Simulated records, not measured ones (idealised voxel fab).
Herein follows the process module entitled voxel gate over fins.
We display cut, a cross-section 230 nm in width whose square cells are each 5 nm.
Reading order for cross-sections: top band down to bottom band. Underlying form: a grid of square cells. Band size: one or more rows of cells. Per band: top height and bottom height in nm, followed by the left-to-right materials and their widths in nm; "throughout" marks a single material spanning edge to edge, "blank" marks empty space. Beneath 0, the wafer as received is one material, and that level is where height counting begins. The lowest band goes on downward without a bottom; it is written like "0 down". Quick explanation for "30->40": the width changes in equal steps down the rows of cells, from the first number in the band's top row to the second number in its bottom row. Where a step carries "changes: none", the cross-section came out of it unchanged, cell for cell. If an empty space has no open way to the top and is at least 8 cells in size, "Enclosed internal voids" lists it, written width x height at distance, where distance is measured from the left edge and every value is in nm. Post-settings text on a step line: simulator's own remark regarding the step. What "overlay nm" on a step's line means: if the step has a mask, that mask lay this far to the right of its planned place, or, when the value is negative, to the left. Before/after cross-section pairs, one process step each; after shown to lowest changed band; step and settings beneath. Pairs may be from different runs of this module on the same starting wafer; a pair continues from the one above only where its "Snapshot before" entry says so.

# Snapshot before
  5 to 0 | blank: 75  HfO2: 15  blank: 45  HfO2: 15  blank: 80
  0 to -10 | blank: 75  HfO2: 5  Si: 5  HfO2: 5  blank: 45  HfO2: 5  Si: 5  HfO2: 5  blank: 80
  -10 to -15 | HfO2: 60  blank: 15  HfO2: 5  Si: 5  HfO2: 5  blank: 15  HfO2: 15  blank: 15  HfO2: 5  Si: 5  HfO2: 5  blank: 15  HfO2: 65
  -15 to -20 | SiO2: 55  HfO2: 25  Si: 5  HfO2: 25  SiO2: 5  HfO2: 25  Si: 5  HfO2: 25  SiO2: 60
  -20 to -25 | SiO2: 80  Si: 5  SiO2: 55  Si: 5  SiO2: 85
  -25 to -30 | SiO2: 80  Si: 5  SiO2: 20  TiN: 15  SiO2: 20  Si: 5  SiO2: 85
  -30 to -40 | SiO2: 80  Si: 5  SiO2: 55  Si: 5  SiO2: 85
  -40 down | Si throughout
  Enclosed internal voids: none

# Section, Post-Step
  10 to 5 | blank: 70  TiN: 25  blank: 35  TiN: 25  blank: 75
  5 to 0 | blank: 70  TiN: 5  HfO2: 15  TiN: 5  blank: 35  TiN: 5  HfO2: 15  TiN: 5  blank: 75
  0 to -5 | blank: 70  TiN: 5  HfO2: 5  Si: 5  HfO2: 5  TiN: 5  blank: 35  TiN: 5  HfO2: 5  Si: 5  HfO2: 5  TiN: 5  blank: 75
  -5 to -10 | TiN: 65  blank: 5  TiN: 5  HfO2: 5  Si: 5  HfO2: 5  TiN: 5  blank: 5  TiN: 25  blank: 5  TiN: 5  HfO2: 5  Si: 5  HfO2: 5  TiN: 5  blank: 5  TiN: 70
  -10 to -15 | HfO2: 60  TiN: 15  HfO2: 5  Si: 5  HfO2: 5  TiN: 15  HfO2: 15  TiN: 15  HfO2: 5  Si: 5  HfO2: 5  TiN: 15  HfO2: 65
  Unchanged below -15.
  Enclosed internal voids: none
Process step bridging the above cross-sections: CONFORMAL_DEP: material TiN, thk nm 5

Snapshot before: look at the pair above, its after cross-section is where this step starts.

# Section, Post-Step
  15 to 10 | blank: 65  TiAl: 35  blank: 25  TiAl: 35  blank: 70
  10 to 5 | blank: 65  TiAl: 5  TiN: 25  TiAl: 5  blank: 25  TiAl: 5  TiN: 25  TiAl: 5  blank: 70
  5 to 0 | blank: 65  TiAl: 5  TiN: 5  HfO2: 15  TiN: 5  TiAl: 5  blank: 25  TiAl: 5  TiN: 5  HfO2: 15  TiN: 5  TiAl: 5  blank: 70
  0 to -5 | TiAl: 70  TiN: 5  HfO2: 5  Si: 5  HfO2: 5  TiN: 5  TiAl: 35  TiN: 5  HfO2: 5  Si: 5  HfO2: 5  TiN: 5  TiAl: 75
  -5 to -10 | TiN: 65  TiAl: 5  TiN: 5  HfO2: 5  Si: 5  HfO2: 5  TiN: 5  TiAl: 5  TiN: 25  TiAl: 5  TiN: 5  HfO2: 5  Si: 5  HfO2: 5  TiN: 5  TiAl: 5  TiN: 70
  Unchanged below -10.
  Enclosed internal voids: none
Process step bridging the above cross-sections: CONFORMAL_DEP: material TiAl, thk nm 5

Snapshot before: look at the pair above, its after cross-section is where this step starts.

# Section, Post-Step
  20 to 15 | blank: 60  TiN: 45  blank: 15  TiN: 45  blank: 65
  15 to 10 | blank: 60  TiN: 5  TiAl: 35  TiN: 5  blank: 15  TiN: 5  TiAl: 35  TiN: 5  blank: 65
  10 to 5 | blank: 60  TiN: 5  TiAl: 5  TiN: 25  TiAl: 5  TiN: 5  blank: 15  TiN: 5  TiAl: 5  TiN: 25  TiAl: 5  TiN: 5  blank: 65
  5 to 0 | TiN: 65  TiAl: 5  TiN: 5  HfO2: 15  TiN: 5  TiAl: 5  TiN: 25  TiAl: 5  TiN: 5  HfO2: 15  TiN: 5  TiAl: 5  TiN: 70
  Unchanged below 0.
  Enclosed internal voids: none
Process step bridging the above cross-sections: CONFORMAL_DEP: material TiN, thk nm 5

Snapshot before: look at the pair above, its after cross-section is where this step starts.

# Section, Post-Step
  35 to 20 | W throughout
  20 to 15 | W: 60  TiN: 45  W: 15  TiN: 45  W: 65
  15 to 10 | W: 60  TiN: 5  TiAl: 35  TiN: 5  W: 15  TiN: 5  TiAl: 35  TiN: 5  W: 65
  10 to 5 | W: 60  TiN: 5  TiAl: 5  TiN: 25  TiAl: 5  TiN: 5  W: 15  TiN: 5  TiAl: 5  TiN: 25  TiAl: 5  TiN: 5  W: 65
  Unchanged below 5.
  Enclosed internal voids: none
Process step bridging the above cross-sections: FILL_DEP: material W, thk nm 15

Snapshot before: look at the pair above, its after cross-section is where this step starts.

# Section, Post-Step
  30 to 20 | W throughout
  Unchanged below 20.
  Enclosed internal voids: none
Process step bridging the above cross-sections: CMP: height nm 30

Snapshot before: look at the pair above, its after cross-section is where this step starts.

# Section, Post-Step
  40 to 30 | SiN throughout
  Unchanged below 30.
  Enclosed internal voids: none
Process step bridging the above cross-sections: CONFORMAL_DEP: material SiN, thk nm 10

# Snapshot before
  5 to 0 | SiO2: 75  SiN: 15  SiO2: 45  SiN: 15  SiO2: 80
  0 to -25 | SiO2: 80  Si: 5  SiO2: 55  Si: 5  SiO2: 85
  -25 to -30 | SiO2: 80  Si: 5  SiO2: 20  TiN: 15  SiO2: 20  Si: 5  SiO2: 85
  -30 to -40 | SiO2: 80  Si: 5  SiO2: 55  Si: 5  SiO2: 85
  -40 down | Si throughout
  Enclosed internal voids: none

# Section, Post-Step
  5 to 0 | blank: 75  SiN: 15  blank: 45  SiN: 15  blank: 80
  0 to -5 | blank: 80  Si: 5  blank: 55  Si: 5  blank: 85
  Unchanged below -5.
  Enclosed internal voids: none
Process step bridging the above cross-sections: SELECTIVE_ETCH: etch materials SiO2, depth nm 10

Snapshot before: look at the pair above, its after cross-section is where this step starts.

# Section, Post-Step
  0 to -5 | blank: 80  Si: 5  blank: 55  Si: 5  blank: 85
  Unchanged below -5.
  Enclosed internal voids: none
Process step bridging the above cross-sections: STRIP: etch materials SiN

Snapshot before: look at the pair above, its after cross-section is where this step starts.

# Section, Post-Step
  5 to 0 | blank: 75  HfO2: 15  blank: 45  HfO2: 15  blank: 80
  0 to -5 | HfO2: 80  Si: 5  HfO2: 55  Si: 5  HfO2: 85
  Unchanged below -5.
  Enclosed internal voids: none
Process step bridging the above cross-sections: CONFORMAL_DEP: material HfO2, thk nm 5

Snapshot before: look at the pair above, its after cross-section is where this step starts.

# Section, Post-Step
  10 to 5 | blank: 70  TiN: 25  blank: 35  TiN: 25  blank: 75
  5 to 0 | TiN: 75  HfO2: 15  TiN: 45  HfO2: 15  TiN: 80
  Unchanged below 0.
  Enclosed internal voids: none
Process step bridging the above cross-sections: CONFORMAL_DEP: material TiN, thk nm 5

Snapshot before: look at the pair above, its after cross-section is where this step starts.

# Section, Post-Step
  15 to 10 | blank: 65  TiAl: 35  blank: 25  TiAl: 35  blank: 70
  10 to 5 | TiAl: 70  TiN: 25  TiAl: 35  TiN: 25  TiAl: 75
  Unchanged below 5.
  Enclosed internal voids: none
Process step bridging the above cross-sections: CONFORMAL_DEP: material TiAl, thk nm 5

Snapshot before: look at the pair above, its after cross-section is where this step starts.

# Section, Post-Step
  20 to 15 | blank: 60  TiN: 45  blank: 15  TiN: 45  blank: 65
  15 to 10 | TiN: 65  TiAl: 35  TiN: 25  TiAl: 35  TiN: 70
  Unchanged below 10.
  Enclosed internal voids: none
Process step bridging the above cross-sections: CONFORMAL_DEP: material TiN, thk nm 5

Snapshot before: look at the pair above, its after cross-section is where this step starts.

# Section, Post-Step
  35 to 20 | W throughout
  20 to 15 | W: 60  TiN: 45  W: 15  TiN: 45  W: 65
  Unchanged below 15.
  Enclosed internal voids: none
Process step bridging the above cross-sections: FILL_DEP: material W, thk nm 15

Snapshot before: look at the pair above, its after cross-section is where this step starts.

# Section, Post-Step
  30 to 20 | W throughout
  Unchanged below 20.
  Enclosed internal voids: none
Process step bridging the above cross-sections: CMP: height nm 30

Snapshot before: look at the pair above, its after cross-section is where this step starts.

# Section, Post-Step
  40 to 30 | SiN throughout
  Unchanged below 30.
  Enclosed internal voids: none
Process step bridging the above cross-sections: CONFORMAL_DEP: material SiN, thk nm 10

# Snapshot before
  5 to 0 | SiO2: 75  SiN: 15  SiO2: 45  SiN: 15  SiO2: 80
  0 to -40 | SiO2: 80  Si: 5  SiO2: 55  Si: 5  SiO2: 85
  -40 down | Si throughout
  Enclosed internal voids: none

# Section, Post-Step
  25 to 5 | resist: 100  blank: 25  resist: 105
  Unchanged below 5.
  Enclosed internal voids: none
Process step bridging the above cross-sections: PATTERN: tone open, mask id RAIL, material resist, width nm 25, thk nm 20, overlay nm 0

Snapshot before: look at the pair above, its after cross-section is where this step starts.

# Section, Post-Step
  25 to 5 | resist: 100  blank: 25  resist: 105
  5 to 0 | SiO2: 75  SiN: 15  SiO2: 10  blank: 25  SiO2: 10  SiN: 15  SiO2: 80
  0 to -30 | SiO2: 80  Si: 5  SiO2: 15  blank: 25  SiO2: 15  Si: 5  SiO2: 85
  Unchanged below -30.
  Enclosed internal voids: none
Process step bridging the above cross-sections: DIRECTIONAL_ETCH: etch materials SiO2, depth nm 35

Snapshot before: look at the pair above, its after cross-section is where this step starts.

# Section, Post-Step
  5 to 0 | SiO2: 75  SiN: 15  SiO2: 10  blank: 25  SiO2: 10  SiN: 15  SiO2: 80
  Unchanged below 0.
  Enclosed internal voids: none
Process step bridging the above cross-sections: STRIP: etch materials resist

Snapshot before: look at the pair above, its after cross-section is where this step starts.

# Section, Post-Step
  10 to 5 | TiN: 105  blank: 15  TiN: 110
  5 to 0 | SiO2: 75  SiN: 15  SiO2: 10  TiN: 5  blank: 15  TiN: 5  SiO2: 10  SiN: 15  SiO2: 80
  0 to -25 | SiO2: 80  Si: 5  SiO2: 15  TiN: 5  blank: 15  TiN: 5  SiO2: 15  Si: 5  SiO2: 85
  -25 to -30 | SiO2: 80  Si: 5  SiO2: 15  TiN: 25  SiO2: 15  Si: 5  SiO2: 85
  Unchanged below -30.
  Enclosed internal voids: none
Process step bridging the above cross-sections: CONFORMAL_DEP: material TiN, thk nm 5

Snapshot before: look at the pair above, its after cross-section is where this step starts.

# Section, Post-Step
  20 to 10 | Ru throughout
  10 to 5 | TiN: 105  Ru: 15  TiN: 110
  5 to 0 | SiO2: 75  SiN: 15  SiO2: 10  TiN: 5  Ru: 15  TiN: 5  SiO2: 10  SiN: 15  SiO2: 80
  0 to -25 | SiO2: 80  Si: 5  SiO2: 15  TiN: 5  Ru: 15  TiN: 5  SiO2: 15  Si: 5  SiO2: 85
  Unchanged below -25.
  Enclosed internal voids: none
Process step bridging the above cross-sections: FILL_DEP: material Ru, thk nm 10

Snapshot before: look at the pair above, its after cross-section is where this step starts.

# Section, Post-Step
  5 to 0 | SiO2: 75  SiN: 15  SiO2: 10  TiN: 5  Ru: 15  TiN: 5  SiO2: 10  SiN: 15  SiO2: 80
  Unchanged below 0.
  Enclosed internal voids: none
Process step bridging the above cross-sections: CMP: height nm 5

Snapshot before: look at the pair above, its after cross-section is where this step starts.

# Section, Post-Step
  5 to 0 | SiO2: 75  SiN: 15  SiO2: 10  blank: 25  SiO2: 10  SiN: 15  SiO2: 80
  0 to -25 | SiO2: 80  Si: 5  SiO2: 15  blank: 25  SiO2: 15  Si: 5  SiO2: 85
  Unchanged below -25.
  Enclosed internal voids: none
Process step bridging the above cross-sections: SELECTIVE_ETCH: etch materials W Ru TiN, depth nm 30

Snapshot before: look at the pair above, its after cross-section is where this step starts.

# Section, Post-Step
  10 to 5 | SiO2 throughout
  5 to 0 | SiO2: 75  SiN: 15  SiO2: 45  SiN: 15  SiO2: 80
  0 to -25 | SiO2: 80  Si: 5  SiO2: 55  Si: 5  SiO2: 85
  Unchanged below -25.
  Enclosed internal voids: none
Process step bridging the above cross-sections: FILL_DEP: material SiO2, thk nm 5

Snapshot before: look at the pair above, its after cross-section is where this step starts.

# Section, Post-Step
  5 to 0 | SiO2: 75  SiN: 15  SiO2: 45  SiN: 15  SiO2: 80
  Unchanged below 0.
  Enclosed internal voids: none
Process step bridging the above cross-sections: CMP: height nm 5

Snapshot before: look at the pair above, its after cross-section is where this step starts.

# Section, Post-Step
  5 to 0 | blank: 75  SiN: 15  blank: 45  SiN: 15  blank: 80
  0 to -15 | blank: 80  Si: 5  blank: 55  Si: 5  blank: 85
  Unchanged below -15.
  Enclosed internal voids: none
Process step bridging the above cross-sections: SELECTIVE_ETCH: etch materials SiO2, depth nm 20

Snapshot before: look at the pair above, its after cross-section is where this step starts.

# Section, Post-Step
  0 to -15 | blank: 80  Si: 5  blank: 55  Si: 5  blank: 85
  Unchanged below -15.
  Enclosed internal voids: none
Process step bridging the above cross-sections: STRIP: etch materials SiN

Snapshot before: look at the pair above, its after cross-section is where this step starts.

# Section, Post-Step
  5 to 0 | blank: 75  HfO2: 15  blank: 45  HfO2: 15  blank: 80
  0 to -10 | blank: 75  HfO2: 5  Si: 5  HfO2: 5  blank: 45  HfO2: 5  Si: 5  HfO2: 5  blank: 80
  -10 to -15 | HfO2: 80  Si: 5  HfO2: 55  Si: 5  HfO2: 85
  Unchanged below -15.
  Enclosed internal voids: none
Process step bridging the above cross-sections: CONFORMAL_DEP: material HfO2, thk nm 5

Snapshot before: look at the pair above, its after cross-section is where this step starts.

# Section, Post-Step
  10 to 5 | blank: 70  TiN: 25  blank: 35  TiN: 25  blank: 75
  5 to 0 | blank: 70  TiN: 5  HfO2: 15  TiN: 5  blank: 35  TiN: 5  HfO2: 15  TiN: 5  blank: 75
  0 to -5 | blank: 70  TiN: 5  HfO2: 5  Si: 5  HfO2: 5  TiN: 5  blank: 35  TiN: 5  HfO2: 5  Si: 5  HfO2: 5  TiN: 5  blank: 75
  -5 to -10 | TiN: 75  HfO2: 5  Si: 5  HfO2: 5  TiN: 45  HfO2: 5  Si: 5  HfO2: 5  TiN: 80
  Unchanged below -10.
  Enclosed internal voids: none
Process step bridging the above cross-sections: CONFORMAL_DEP: material TiN, thk nm 5

Snapshot before: look at the pair above, its after cross-section is where this step starts.

# Section, Post-Step
  15 to 10 | blank: 65  TiAl: 35  blank: 25  TiAl: 35  blank: 70
  10 to 5 | blank: 65  TiAl: 5  TiN: 25  TiAl: 5  blank: 25  TiAl: 5  TiN: 25  TiAl: 5  blank: 70
  5 to 0 | blank: 65  TiAl: 5  TiN: 5  HfO2: 15  TiN: 5  TiAl: 5  blank: 25  TiAl: 5  TiN: 5  HfO2: 15  TiN: 5  TiAl: 5  blank: 70
  0 to -5 | TiAl: 70  TiN: 5  HfO2: 5  Si: 5  HfO2: 5  TiN: 5  TiAl: 35  TiN: 5  HfO2: 5  Si: 5  HfO2: 5  TiN: 5  TiAl: 75
  Unchanged below -5.
  Enclosed internal voids: none
Process step bridging the above cross-sections: CONFORMAL_DEP: material TiAl, thk nm 5

Snapshot before: look at the pair above, its after cross-section is where this step starts.

# Section, Post-Step
  20 to 15 | blank: 60  TiN: 45  blank: 15  TiN: 45  blank: 65
  15 to 10 | blank: 60  TiN: 5  TiAl: 35  TiN: 5  blank: 15  TiN: 5  TiAl: 35  TiN: 5  blank: 65
  10 to 5 | blank: 60  TiN: 5  TiAl: 5  TiN: 25  TiAl: 5  TiN: 5  blank: 15  TiN: 5  TiAl: 5  TiN: 25  TiAl: 5  TiN: 5  blank: 65
  5 to 0 | TiN: 65  TiAl: 5  TiN: 5  HfO2: 15  TiN: 5  TiAl: 5  TiN: 25  TiAl: 5  TiN: 5  HfO2: 15  TiN: 5  TiAl: 5  TiN: 70
  Unchanged below 0.
  Enclosed internal voids: none
Process step bridging the above cross-sections: CONFORMAL_DEP: material TiN, thk nm 5

Snapshot before: look at the pair above, its after cross-section is where this step starts.

# Section, Post-Step
  35 to 20 | W throughout
  20 to 15 | W: 60  TiN: 45  W: 15  TiN: 45  W: 65
  15 to 10 | W: 60  TiN: 5  TiAl: 35  TiN: 5  W: 15  TiN: 5  TiAl: 35  TiN: 5  W: 65
  10 to 5 | W: 60  TiN: 5  TiAl: 5  TiN: 25  TiAl: 5  TiN: 5  W: 15  TiN: 5  TiAl: 5  TiN: 25  TiAl: 5  TiN: 5  W: 65
  Unchanged below 5.
  Enclosed internal voids: none
Process step bridging the above cross-sections: FILL_DEP: material W, thk nm 15

Snapshot before: look at the pair above, its after cross-section is where this step starts.

# Section, Post-Step
  30 to 20 | W throughout
  Unchanged below 20.
  Enclosed internal voids: none
Process step bridging the above cross-sections: CMP: height nm 30

Snapshot before: look at the pair above, its after cross-section is where this step starts.

# Section, Post-Step
  40 to 30 | SiN throughout
  Unchanged below 30.
  Enclosed internal voids: none
Process step bridging the above cross-sections: CONFORMAL_DEP: material SiN, thk nm 10

# Snapshot before
  5 to 0 | SiO2: 75  SiN: 15  SiO2: 45  SiN: 15  SiO2: 80
  0 to -40 | SiO2: 80  Si: 5  SiO2: 55  Si: 5  SiO2: 85
  -40 down | Si throughout
  Enclosed internal voids: none

# Section, Post-Step
  25 to 5 | resist: 95  blank: 15  resist: 120
  Unchanged below 5.
  Enclosed internal voids: none
Process step bridging the above cross-sections: PATTERN: tone open, mask id RAIL, material resist, width nm 15, thk nm 20, overlay nm -10

Snapshot before: look at the pair above, its after cross-section is where this step starts.

# Section, Post-Step
  25 to 5 | resist: 95  blank: 15  resist: 120
  5 to 0 | SiO2: 75  SiN: 15  SiO2: 5  blank: 15  SiO2: 25  SiN: 15  SiO2: 80
  0 to -30 | SiO2: 80  Si: 5  SiO2: 10  blank: 15  SiO2: 30  Si: 5  SiO2: 85
  Unchanged below -30.
  Enclosed internal voids: none
Process step bridging the above cross-sections: DIRECTIONAL_ETCH: etch materials SiO2, depth nm 35

Snapshot before: look at the pair above, its after cross-section is where this step starts.

# Section, Post-Step
  5 to 0 | SiO2: 75  SiN: 15  SiO2: 5  blank: 15  SiO2: 25  SiN: 15  SiO2: 80
  Unchanged below 0.
  Enclosed internal voids: none
Process step bridging the above cross-sections: STRIP: etch materials resist

Snapshot before: look at the pair above, its after cross-section is where this step starts.

# Section, Post-Step
  10 to 5 | TiN: 100  blank: 5  TiN: 125
  5 to 0 | SiO2: 75  SiN: 15  SiO2: 5  TiN: 5  blank: 5  TiN: 5  SiO2: 25  SiN: 15  SiO2: 80
  0 to -25 | SiO2: 80  Si: 5  SiO2: 10  TiN: 5  blank: 5  TiN: 5  SiO2: 30  Si: 5  SiO2: 85
  -25 to -30 | SiO2: 80  Si: 5  SiO2: 10  TiN: 15  SiO2: 30  Si: 5  SiO2: 85
  Unchanged below -30.
  Enclosed internal voids: none
Process step bridging the above cross-sections: CONFORMAL_DEP: material TiN, thk nm 5

Snapshot before: look at the pair above, its after cross-section is where this step starts.

# Section, Post-Step
  20 to 10 | Ru throughout
  10 to 5 | TiN: 100  Ru: 5  TiN: 125
  5 to 0 | SiO2: 75  SiN: 15  SiO2: 5  TiN: 5  Ru: 5  TiN: 5  SiO2: 25  SiN: 15  SiO2: 80
  0 to -25 | SiO2: 80  Si: 5  SiO2: 10  TiN: 5  Ru: 5  TiN: 5  SiO2: 30  Si: 5  SiO2: 85
  Unchanged below -25.
  Enclosed internal voids: none
Process step bridging the above cross-sections: FILL_DEP: material Ru, thk nm 10

Snapshot before: look at the pair above, its after cross-section is where this step starts.

# Section, Post-Step
  5 to 0 | SiO2: 75  SiN: 15  SiO2: 5  TiN: 5  Ru: 5  TiN: 5  SiO2: 25  SiN: 15  SiO2: 80
  Unchanged below 0.
  Enclosed internal voids: none
Process step bridging the above cross-sections: CMP: height nm 5

Snapshot before: look at the pair above, its after cross-section is where this step starts.

# Section, Post-Step
  5 to 0 | SiO2: 75  SiN: 15  SiO2: 5  blank: 15  SiO2: 25  SiN: 15  SiO2: 80
  0 to -25 | SiO2: 80  Si: 5  SiO2: 10  blank: 15  SiO2: 30  Si: 5  SiO2: 85
  Unchanged below -25.
  Enclosed internal voids: none
Process step bridging the above cross-sections: SELECTIVE_ETCH: etch materials W Ru TiN, depth nm 30

Snapshot before: look at the pair above, its after cross-section is where this step starts.

# Section, Post-Step
  10 to 5 | SiO2 throughout
  5 to 0 | SiO2: 75  SiN: 15  SiO2: 45  SiN: 15  SiO2: 80
  0 to -25 | SiO2: 80  Si: 5  SiO2: 55  Si: 5  SiO2: 85
  Unchanged below -25.
  Enclosed internal voids: none
Process step bridging the above cross-sections: FILL_DEP: material SiO2, thk nm 5

Snapshot before: look at the pair above, its after cross-section is where this step starts.

# Section, Post-Step
  5 to 0 | SiO2: 75  SiN: 15  SiO2: 45  SiN: 15  SiO2: 80
  Unchanged below 0.
  Enclosed internal voids: none
Process step bridging the above cross-sections: CMP: height nm 5

Snapshot before: look at the pair above, its after cross-section is where this step starts.

# Section, Post-Step
  5 to 0 | blank: 75  SiN: 15  blank: 45  SiN: 15  blank: 80
  0 to -15 | blank: 80  Si: 5  blank: 55  Si: 5  blank: 85
  Unchanged below -15.
  Enclosed internal voids: none
Process step bridging the above cross-sections: SELECTIVE_ETCH: etch materials SiO2, depth nm 20

Snapshot before: look at the pair above, its after cross-section is where this step starts.

# Section, Post-Step
  0 to -15 | blank: 80  Si: 5  blank: 55  Si: 5  blank: 85
  Unchanged below -15.
  Enclosed internal voids: none
Process step bridging the above cross-sections: STRIP: etch materials SiN

Snapshot before: look at the pair above, its after cross-section is where this step starts.

# Section, Post-Step
  5 to 0 | blank: 75  HfO2: 15  blank: 45  HfO2: 15  blank: 80
  0 to -10 | blank: 75  HfO2: 5  Si: 5  HfO2: 5  blank: 45  HfO2: 5  Si: 5  HfO2: 5  blank: 80
  -10 to -15 | HfO2: 80  Si: 5  HfO2: 55  Si: 5  HfO2: 85
  Unchanged below -15.
  Enclosed internal voids: none
Process step bridging the above cross-sections: CONFORMAL_DEP: material HfO2, thk nm 5

Snapshot before: look at the pair above, its after cross-section is where this step starts.

# Section, Post-Step
  10 to 5 | blank: 70  TiN: 25  blank: 35  TiN: 25  blank: 75
  5 to 0 | blank: 70  TiN: 5  HfO2: 15  TiN: 5  blank: 35  TiN: 5  HfO2: 15  TiN: 5  blank: 75
  0 to -5 | blank: 70  TiN: 5  HfO2: 5  Si: 5  HfO2: 5  TiN: 5  blank: 35  TiN: 5  HfO2: 5  Si: 5  HfO2: 5  TiN: 5  blank: 75
  -5 to -10 | TiN: 75  HfO2: 5  Si: 5  HfO2: 5  TiN: 45  HfO2: 5  Si: 5  HfO2: 5  TiN: 80
  Unchanged below -10.
  Enclosed internal voids: none
Process step bridging the above cross-sections: CONFORMAL_DEP: material TiN, thk nm 5

Snapshot before: look at the pair above, its after cross-section is where this step starts.

# Section, Post-Step
  15 to 10 | blank: 65  TiAl: 35  blank: 25  TiAl: 35  blank: 70
  10 to 5 | blank: 65  TiAl: 5  TiN: 25  TiAl: 5  blank: 25  TiAl: 5  TiN: 25  TiAl: 5  blank: 70
  5 to 0 | blank: 65  TiAl: 5  TiN: 5  HfO2: 15  TiN: 5  TiAl: 5  blank: 25  TiAl: 5  TiN: 5  HfO2: 15  TiN: 5  TiAl: 5  blank: 70
  0 to -5 | TiAl: 70  TiN: 5  HfO2: 5  Si: 5  HfO2: 5  TiN: 5  TiAl: 35  TiN: 5  HfO2: 5  Si: 5  HfO2: 5  TiN: 5  TiAl: 75
  Unchanged below -5.
  Enclosed internal voids: none
Process step bridging the above cross-sections: CONFORMAL_DEP: material TiAl, thk nm 5

Snapshot before: look at the pair above, its after cross-section is where this step starts.

# Section, Post-Step
  20 to 15 | blank: 60  TiN: 45  blank: 15  TiN: 45  blank: 65
  15 to 10 | blank: 60  TiN: 5  TiAl: 35  TiN: 5  blank: 15  TiN: 5  TiAl: 35  TiN: 5  blank: 65
  10 to 5 | blank: 60  TiN: 5  TiAl: 5  TiN: 25  TiAl: 5  TiN: 5  blank: 15  TiN: 5  TiAl: 5  TiN: 25  TiAl: 5  TiN: 5  blank: 65
  5 to 0 | TiN: 65  TiAl: 5  TiN: 5  HfO2: 15  TiN: 5  TiAl: 5  TiN: 25  TiAl: 5  TiN: 5  HfO2: 15  TiN: 5  TiAl: 5  TiN: 70
  Unchanged below 0.
  Enclosed internal voids: none
Process step bridging the above cross-sections: CONFORMAL_DEP: material TiN, thk nm 5

Snapshot before: look at the pair above, its after cross-section is where this step starts.

# Section, Post-Step
  35 to 20 | W throughout
  20 to 15 | W: 60  TiN: 45  W: 15  TiN: 45  W: 65
  15 to 10 | W: 60  TiN: 5  TiAl: 35  TiN: 5  W: 15  TiN: 5  TiAl: 35  TiN: 5  W: 65
  10 to 5 | W: 60  TiN: 5  TiAl: 5  TiN: 25  TiAl: 5  TiN: 5  W: 15  TiN: 5  TiAl: 5  TiN: 25  TiAl: 5  TiN: 5  W: 65
  Unchanged below 5.
  Enclosed internal voids: none
Process step bridging the above cross-sections: FILL_DEP: material W, thk nm 15

Snapshot before: look at the pair above, its after cross-section is where this step starts.

# Section, Post-Step
  30 to 20 | W throughout
  Unchanged below 20.
  Enclosed internal voids: none
Process step bridging the above cross-sections: CMP: height nm 30

Snapshot before: look at the pair above, its after cross-section is where this step starts.

# Section, Post-Step
  40 to 30 | SiN throughout
  Unchanged below 30.
  Enclosed internal voids: none
Process step bridging the above cross-sections: CONFORMAL_DEP: material SiN, thk nm 10

# Snapshot before
  20 to 15 | blank: 60  TiN: 45  blank: 15  TiN: 45  blank: 65
  15 to 10 | blank: 60  TiN: 5  TiAl: 35  TiN: 5  blank: 15  TiN: 5  TiAl: 35  TiN: 5  blank: 65
  10 to 5 | blank: 60  TiN: 5  TiAl: 5  TiN: 25  TiAl: 5  TiN: 5  blank: 15  TiN: 5  TiAl: 5  TiN: 25  TiAl: 5  TiN: 5  blank: 65
  5 to 0 | TiN: 65  TiAl: 5  TiN: 5  HfO2: 15  TiN: 5  TiAl: 5  TiN: 25  TiAl: 5  TiN: 5  HfO2: 15  TiN: 5  TiAl: 5  TiN: 70
  0 to -5 | TiAl: 70  TiN: 5  HfO2: 5  Si: 5  HfO2: 5  TiN: 5  TiAl: 35  TiN: 5  HfO2: 5  Si: 5  HfO2: 5  TiN: 5  TiAl: 75
  -5 to -10 | TiN: 75  HfO2: 5  Si: 5  HfO2: 5  TiN: 45  HfO2: 5  Si: 5  HfO2: 5  TiN: 80
  -10 to -15 | HfO2: 80  Si: 5  HfO2: 55  Si: 5  HfO2: 85
  -15 to -25 | SiO2: 80  Si: 5  SiO2: 55  Si: 5  SiO2: 85
  -25 to -30 | SiO2: 80  Si: 5  SiO2: 20  TiN: 15  SiO2: 20  Si: 5  SiO2: 85
  -30 to -40 | SiO2: 80  Si: 5  SiO2: 55  Si: 5  SiO2: 85
  -40 down | Si throughout
  Enclosed internal voids: none

# Section, Post-Step
  35 to 20 | SiO2 throughout
  20 to 15 | SiO2: 60  TiN: 45  SiO2: 15  TiN: 45  SiO2: 65
  15 to 10 | SiO2: 60  TiN: 5  TiAl: 35  TiN: 5  SiO2: 15  TiN: 5  TiAl: 35  TiN: 5  SiO2: 65
  10 to 5 | SiO2: 60  TiN: 5  TiAl: 5  TiN: 25  TiAl: 5  TiN: 5  SiO2: 15  TiN: 5  TiAl: 5  TiN: 25  TiAl: 5  TiN: 5  SiO2: 65
  Unchanged below 5.
  Enclosed internal voids: none
Process step bridging the above cross-sections: FILL_DEP: material SiO2, thk nm 15

Snapshot before: look at the pair above, its after cross-section is where this step starts.

# Section, Post-Step
  30 to 20 | SiO2 throughout
  Unchanged below 20.
  Enclosed internal voids: none
Process step bridging the above cross-sections: CMP: height nm 30

Snapshot before: look at the pair above, its after cross-section is where this step starts.

# Section, Post-Step
  40 to 30 | SiN throughout
  Unchanged below 30.
  Enclosed internal voids: none
Process step bridging the above cross-sections: CONFORMAL_DEP: material SiN, thk nm 10

# Snapshot before
  5 to 0 | SiO2: 75  SiN: 15  SiO2: 45  SiN: 15  SiO2: 80
  0 to -40 | SiO2: 80  Si: 5  SiO2: 55  Si: 5  SiO2: 85
  -40 down | Si throughout
  Enclosed internal voids: none

# Section, Post-Step
  25 to 5 | blank: 105  resist: 15  blank: 110
  Unchanged below 5.
  Enclosed internal voids: none
Process step bridging the above cross-sections: PATTERN: tone cover, mask id RAIL, material resist, width nm 15, thk nm 20, overlay nm 0

Snapshot before: look at the pair above, its after cross-section is where this step starts.

# Section, Post-Step
  25 to 5 | blank: 105  resist: 15  blank: 110
  5 to 0 | blank: 75  SiN: 15  blank: 15  SiO2: 15  blank: 15  SiN: 15  blank: 80
  0 to -30 | blank: 75  SiO2: 5  Si: 5  SiO2: 5  blank: 15  SiO2: 15  blank: 15  SiO2: 5  Si: 5  SiO2: 5  blank: 80
  Unchanged below -30.
  Enclosed internal voids: none
Process step bridging the above cross-sections: DIRECTIONAL_ETCH: etch materials SiO2, depth nm 35

Snapshot before: look at the pair above, its after cross-section is where this step starts.

# Section, Post-Step
  5 to 0 | blank: 75  SiN: 15  blank: 15  SiO2: 15  blank: 15  SiN: 15  blank: 80
  Unchanged below 0.
  Enclosed internal voids: none
Process step bridging the above cross-sections: STRIP: etch materials resist
